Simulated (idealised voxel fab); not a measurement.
Herein follows the process module entitled voxel local oxidation.
Square cells of 5 nm make up the cross-section cut, whose width is 295 nm.
In what follows, cross-sections appear as grids of square cells, described through bands that run from the top down, where every band is one or more rows of cells.
Basically the band line says how high the top is and how high the bottom is, in nm, and then what's in it from left to right, every material with its width in nm. Empty space shows up as "empty", and if a single material carries "throughout" it runs the full band edge to edge.
Ref level 0: as-received wafer is one material below here. Bottom band extends down with no lower bound ("z 0 and below").
Top row gets the first number, bottom row gets the second, and each row in between changes by the same step: that is how a band width like "30->40" works.
"no alteration" for a step: no cell of the cross-section changed in that step.
Closed empty spaces (no open way to the top) of 8 cells or more are what "Closed cavities" lists, each as width x height at distance from the left edge, nm for all three.
It should be noted that, on the line of a given step, the content following the step's settings is a remark produced by the simulator itself with respect to that step.
For masked steps, "overlay nm" on the step line gives how far right of plan the mask actually lay; a minus sign means it lay to the left.
### Steps planned for the process
- 1: op RECEIVE | material Si
- 2: op CONFORMAL_DEP | material SiO2 | thk nm 5
- 3: op CONFORMAL_DEP | material SiN | thk nm 15
- 4: op PATTERN | tone cover | mask id ACTIVE | material resist | width nm 125 | thk nm 15 | overlay nm 0
- 5: op DIRECTIONAL_ETCH | etch materials SiN | depth nm 15
- 6: op STRIP | etch materials resist
- 7: op SELECTIVE_ETCH | etch materials SiO2 | depth nm 5
- 8: op OXIDIZE | depth nm 15
- 9: op STRIP | etch materials SiN
Quick note for whoever runs this: the wafers start identical, but the depth nm at step 7 isn't the same across them. The plan just shows what the first wafer had.
### So this is the first of several wafers, cross-sectioned as it came to us, meaning it's at the end of step 1
- z 0 and below  Si throughout
- Closed cavities: none
### Every row in this table is a wafer at the end of the module, and it gives, for each of the materials, the cells that wafer has gained (+) or lost (-) since it was received, then its closed voids
depth nm 5, -126 Si, +149 SiO2, Closed cavities: none
depth nm 10, -132 Si, +153 SiO2, Closed cavities: none
depth nm 15, -138 Si, +157 SiO2, Closed cavities: none
depth nm 20, -144 Si, +161 SiO2, Closed cavities: none
